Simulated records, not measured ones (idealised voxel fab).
You're looking at the process module voxel spacer lines.
Section shown: cut. Width: 175 nm. Cell size: 5 nm, square.
Format of a cross-section: grid, square cells. Given as bands. Order: top down. Band: one or more rows of cells.
In this notation a band is specified by the heights of its top and bottom, in that order and in nm, after which its materials appear from left to right, each paired with its width in nm. The word "edge to edge" attached to a single material means that material fills the band from edge to edge; the word "blank" stands for empty space.
Height 0 is the level under which the wafer as received is all one material. The lowest band goes on downwards, as in "z 0 and below".
Per-row width for "30->40": begins at first number (top row of band), ends at second number (bottom row), increment between rows held constant.
What does "remained the same" mean for a step? It means no cell of the cross-section changed in that step.
Closed-off voids of 8+ cells (no open route to the top) go in "Closed voids list", written width x height at distance from the left edge, in nm.
Note: text after step settings on the step line = simulator remark on that step.
overlay nm: how far to the right of its planned place the mask lay on this masked step (negative: to the left).
The planned process steps are enumerated hereunder:
1: RECEIVE | material Si
2: CONFORMAL_DEP | material Al2O3 | thk nm 5
3: DIRECTIONAL_DEP | material SiN | thk nm 15
4: DIRECTIONAL_DEP | material aC | thk nm 25
5: PATTERN | tone cover | mask id MANDREL | material resist | width nm 15 | pitch nm 50 | thk nm 30 | overlay nm 0
6: DIRECTIONAL_ETCH | etch materials aC | depth nm 25
7: STRIP | etch materials resist
8: CONFORMAL_DEP | material SiO2 | thk nm 10
9: DIRECTIONAL_ETCH | etch materials SiO2 | depth nm 10
10: STRIP | etch materials aC
11: DIRECTIONAL_ETCH | etch materials SiN | depth nm 15
12: STRIP | etch materials SiO2
First of two wafers: run as planned:
The cross-section here shows the wafer as received, i.e. in its state after step 1:
* z 0 and below  Si edge to edge
* Closed voids list: none
Cross-section through the wafer, step 2 finished:
* z 5 to 0  Al2O3 edge to edge
* Everything under 0 stays put, no change at all.
Cross-section through the wafer, step 3 finished:
* z 20 to 5  SiN edge to edge
* Everything under 5 stays put, no change at all.
Cross-section through the wafer, step 4 finished:
* z 45 to 20  aC edge to edge
* Everything under 20 stays put, no change at all.
Cross-section through the wafer, step 5 finished:
* z 75 to 45  30 blank  15 resist  35 blank  15 resist  35 blank  15 resist  30 blank
* Everything under 45 stays put, no change at all.
Cross-section through the wafer, step 6 finished:
* z 50 to 45  30 blank  15 resist  35 blank  15 resist  35 blank  15 resist  30 blank
* z 45 to 20  30 blank  15 aC  35 blank  15 aC  35 blank  15 aC  30 blank
* Everything under 20 stays put, no change at all.
Cross-section through the wafer, step 7 finished:
* z 45 to 20  30 blank  15 aC  35 blank  15 aC  35 blank  15 aC  30 blank
* Everything under 20 stays put, no change at all.
Cross-section through the wafer, step 8 finished:
* z 55 to 45  20 blank  35 SiO2  15 blank  35 SiO2  15 blank  35 SiO2  20 blank
* z 45 to 30  20 blank  10 SiO2  15 aC  10 SiO2  15 blank  10 SiO2  15 aC  10 SiO2  15 blank  10 SiO2  15 aC  10 SiO2  20 blank
* z 30 to 20  30 SiO2  15 aC  35 SiO2  15 aC  35 SiO2  15 aC  30 SiO2
* Everything under 20 stays put, no change at all.
Cross-section through the wafer, step 9 finished:
* z 45 to 20  20 blank  10 SiO2  15 aC  10 SiO2  15 blank  10 SiO2  15 aC  10 SiO2  15 blank  10 SiO2  15 aC  10 SiO2  20 blank
* Everything under 20 stays put, no change at all.
Cross-section through the wafer, step 10 finished:
* z 45 to 20  20 blank  10 SiO2  15 blank  10 SiO2  15 blank  10 SiO2  15 blank  10 SiO2  15 blank  10 SiO2  15 blank  10 SiO2  20 blank
* Everything under 20 stays put, no change at all.
Cross-section through the wafer, step 11 finished:
* z 45 to 20  20 blank  10 SiO2  15 blank  10 SiO2  15 blank  10 SiO2  15 blank  10 SiO2  15 blank  10 SiO2  15 blank  10 SiO2  20 blank
* z 20 to 5  20 blank  10 SiN  15 blank  10 SiN  15 blank  10 SiN  15 blank  10 SiN  15 blank  10 SiN  15 blank  10 SiN  20 blank
* Everything under 5 stays put, no change at all.
Cross-section through the wafer, step 12 finished:
* z 20 to 5  20 blank  10 SiN  15 blank  10 SiN  15 blank  10 SiN  15 blank  10 SiN  15 blank  10 SiN  15 blank  10 SiN  20 blank
* Everything under 5 stays put, no change at all.
The Second Wafer: Common Origin and Plan, One Mistake in Execution, Identical to the First Through Step 2:
The second wafer in cross-section, at the planned close of step 3:
* z 35 to 5  SiN edge to edge
* Everything under 5 stays put, no change at all.
The second wafer in cross-section, at the planned close of step 4:
* z 60 to 35  aC edge to edge
* Everything under 35 stays put, no change at all.
The second wafer in cross-section, at the planned close of step 5:
* z 90 to 60  30 blank  15 resist  35 blank  15 resist  35 blank  15 resist  30 blank
* Everything under 60 stays put, no change at all.
The second wafer in cross-section, at the planned close of step 6:
* z 65 to 60  30 blank  15 resist  35 blank  15 resist  35 blank  15 resist  30 blank
* z 60 to 35  30 blank  15 aC  35 blank  15 aC  35 blank  15 aC  30 blank
* Everything under 35 stays put, no change at all.
The second wafer in cross-section, at the planned close of step 7:
* z 60 to 35  30 blank  15 aC  35 blank  15 aC  35 blank  15 aC  30 blank
* Everything under 35 stays put, no change at all.
The second wafer in cross-section, at the planned close of step 8:
* z 70 to 60  20 blank  35 SiO2  15 blank  35 SiO2  15 blank  35 SiO2  20 blank
* z 60 to 45  20 blank  10 SiO2  15 aC  10 SiO2  15 blank  10 SiO2  15 aC  10 SiO2  15 blank  10 SiO2  15 aC  10 SiO2  20 blank
* z 45 to 35  30 SiO2  15 aC  35 SiO2  15 aC  35 SiO2  15 aC  30 SiO2
* Everything under 35 stays put, no change at all.
The second wafer in cross-section, at the planned close of step 9:
* z 60 to 35  20 blank  10 SiO2  15 aC  10 SiO2  15 blank  10 SiO2  15 aC  10 SiO2  15 blank  10 SiO2  15 aC  10 SiO2  20 blank
* Everything under 35 stays put, no change at all.
The second wafer in cross-section, at the planned close of step 10:
* z 60 to 35  20 blank  10 SiO2  15 blank  10 SiO2  15 blank  10 SiO2  15 blank  10 SiO2  15 blank  10 SiO2  15 blank  10 SiO2  20 blank
* Everything under 35 stays put, no change at all.
The second wafer in cross-section, at the planned close of step 11:
* z 60 to 35  20 blank  10 SiO2  15 blank  10 SiO2  15 blank  10 SiO2  15 blank  10 SiO2  15 blank  10 SiO2  15 blank  10 SiO2  20 blank
* z 35 to 20  20 blank  10 SiN  15 blank  10 SiN  15 blank  10 SiN  15 blank  10 SiN  15 blank  10 SiN  15 blank  10 SiN  20 blank
* Everything under 20 stays put, no change at all.
The second wafer in cross-section, at the planned close of step 12:
* z 35 to 20  20 blank  10 SiN  15 blank  10 SiN  15 blank  10 SiN  15 blank  10 SiN  15 blank  10 SiN  15 blank  10 SiN  20 blank
* Everything under 20 stays put, no change at all.
Want to know what went wrong? yeah, plan step 3 got run twice
Final difference in cells, second wafer against first, listed per material as more or fewer: SiN +105
